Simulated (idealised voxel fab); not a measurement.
The document below concerns the process module designated voxel transistor to metal.
The width of the displayed cross-section, cut, is 150 nm; its cells are square, with a size of 5 nm.
How to read a cross-section here: the picture is a grid of square cells, written as bands going from the top down, and any band can span one or more rows of cells. Quick guide to a band line: top height, bottom height (nm) up front; then every material left to right with its width in nm. Only one material and it's marked "edge to edge"? Then it fills the band edge to edge. And "blank" just means empty space. Below 0: as-received wafer, all one material; heights counted from there. Lowest band: no bottom, goes on down, written "from 0 down". A width such as "30->40" changes by the same amount from each row of cells to the next, from the band's top row to its bottom row. For the purposes of this document, the phrase "nothing different" attached to a step denotes that no cell within the cross-section was modified by that step. Any empty space of 8 cells or more lacking an open way to the top shows up in "Enclosed cavity list" as width x height at distance, distance from the left edge, in nm. Read whatever lies past the settings on a step's line as the simulator's own remark about the step. "overlay nm" denotes, for a step that has a mask, the displacement of the mask to the right of its planned place, with negative values corresponding to the left.
### The following list gives the planned process steps
| 1 | RECEIVE | material Si |
| 2 | CONFORMAL_DEP | material SiO2 | thk nm 5 |
| 3 | CONFORMAL_DEP | material SiN | thk nm 10 |
| 4 | PATTERN | tone cover | mask id ACTIVE | material resist | width nm 115 | thk nm 15 | overlay nm 0 |
| 5 | DIRECTIONAL_ETCH | etch materials SiN | depth nm 10 |
| 6 | DIRECTIONAL_ETCH | etch materials SiO2 | depth nm 5 |
| 7 | DIRECTIONAL_ETCH | etch materials Si | depth nm 20 |
| 8 | STRIP | etch materials resist |
| 9 | FILL_DEP | material SiO2 | thk nm 15 |
| 10 | CMP | height nm 15 |
| 11 | SELECTIVE_ETCH | etch materials SiO2 | depth nm 10 |
| 12 | STRIP | etch materials SiN |
| 13 | SELECTIVE_ETCH | etch materials SiO2 | depth nm 5 |
| 14 | OXIDIZE | depth nm 5 |
| 15 | DIRECTIONAL_DEP | material polySi | thk nm 20 |
| 16 | DIRECTIONAL_DEP | material SiCN | thk nm 10 |
| 17 | DIRECTIONAL_DEP | material aC | thk nm 10 |
| 18 | PATTERN | tone cover | mask id GATE | material resist | width nm 35 | thk nm 30 | overlay nm 0 |
| 19 | DIRECTIONAL_ETCH | etch materials aC | depth nm 10 |
| 20 | STRIP | etch materials resist |
| 21 | DIRECTIONAL_ETCH | etch materials SiCN | depth nm 20 |
| 22 | DIRECTIONAL_ETCH | etch materials polySi | depth nm 30 |
| 23 | STRIP | etch materials aC |
| 24 | CONFORMAL_DEP | material SiN | thk nm 5 |
| 25 | DIRECTIONAL_ETCH | etch materials SiN | depth nm 5 |
| 26 | DIRECTIONAL_ETCH | etch materials SiO2 | depth nm 5 |
| 27 | DIRECTIONAL_ETCH | etch materials Si | depth nm 5 |
| 28 | EPI | material SiGe | thk nm 10 |
| 29 | FILL_DEP | material SiO2 | thk nm 10 |
| 30 | CMP | height nm 20 |
| 31 | STRIP | etch materials polySi |
| 32 | SELECTIVE_ETCH | etch materials SiO2 | depth nm 5 |
| 33 | CONFORMAL_DEP | material HfO2 | thk nm 5 |
| 34 | CONFORMAL_DEP | material TiN | thk nm 5 |
| 35 | FILL_DEP | material W | thk nm 5 |
| 36 | CMP | height nm 15 |
| 37 | DIRECTIONAL_DEP | material SiO2 | thk nm 10 |
| 38 | PATTERN | tone open | mask id CONTACT | material resist | width nm 15 | pitch nm 90 | thk nm 20 | overlay nm 0 |
| 39 | DIRECTIONAL_ETCH | etch materials SiO2 | depth nm 25 |
| 40 | STRIP | etch materials resist |
| 41 | CONFORMAL_DEP | material TiN | thk nm 5 |
| 42 | FILL_DEP | material W | thk nm 5 |
| 43 | CMP | height nm 25 |
| 44 | CONFORMAL_DEP | material SiCN | thk nm 5 |
| 45 | DIRECTIONAL_DEP | material lowk | thk nm 20 |
| 46 | PATTERN | tone open | mask id METAL_1 | material resist | width nm 15 | pitch nm 90 | thk nm 15 | overlay nm 0 |
| 47 | DIRECTIONAL_ETCH | etch materials lowk | depth nm 20 |
| 48 | DIRECTIONAL_ETCH | etch materials SiCN | depth nm 5 |
| 49 | STRIP | etch materials resist |
| 50 | CONFORMAL_DEP | material TiN | thk nm 5 |
| 51 | FILL_DEP | material Ru | thk nm 5 |
| 52 | CMP | height nm 50 |
| 53 | EPI | material Ru | thk nm 5 |
| 54 | FILL_DEP | material SiCN | thk nm 5 |
### as received, after step 1
from 0 down: Si edge to edge
Enclosed cavity list: none
### Here's the wafer cut in cross-section after the module, started and planned just like above, except one thing was done wrong in the run
from 60 to 55: SiCN edge to edge
from 55 to 50: SiCN 15 nm  Ru 25 nm  SiCN 65 nm  Ru 25 nm  SiCN 20 nm
from 50 to 30: lowk 20 nm  TiN 5 nm  Ru 5 nm  TiN 5 nm  lowk 75 nm  TiN 5 nm  Ru 5 nm  TiN 5 nm  lowk 25 nm
from 30 to 25: SiCN 20 nm  TiN 15 nm  SiCN 75 nm  TiN 15 nm  SiCN 25 nm
from 25 to 15: SiO2 20 nm  TiN 5 nm  W 5 nm  TiN 5 nm  SiO2 75 nm  TiN 5 nm  W 5 nm  TiN 5 nm  SiO2 25 nm
from 15 to 5: SiO2 20 nm  TiN 5 nm  W 5 nm  TiN 5 nm  SiO2 10 nm  SiN 5 nm  HfO2 5 nm  TiN 5 nm  W 15 nm  TiN 5 nm  HfO2 5 nm  SiN 5 nm  SiO2 20 nm  TiN 5 nm  W 5 nm  TiN 5 nm  SiO2 25 nm
from 5 to 0: SiO2 20 nm  TiN 15 nm  SiGe 10 nm  SiN 5 nm  HfO2 5 nm  TiN 25 nm  HfO2 5 nm  SiN 5 nm  SiGe 10 nm  SiO2 10 nm  TiN 15 nm  SiO2 25 nm
from 0 to -5: SiO2 10 nm  SiGe 35 nm  HfO2 45 nm  SiGe 45 nm  SiO2 15 nm
from -5 to -10: SiO2 15 nm  SiGe 30 nm  Si 45 nm  SiGe 40 nm  SiO2 20 nm
from -10 to -20: SiO2 15 nm  Si 115 nm  SiO2 20 nm
from -20 down: Si edge to edge
Enclosed cavity list: none
What went wrong in running the wafer? step 18 went in with a setting other than planned; the actual run was PATTERN | tone cover | mask id GATE | material resist | width nm 35 | thk nm 30 | overlay nm -5
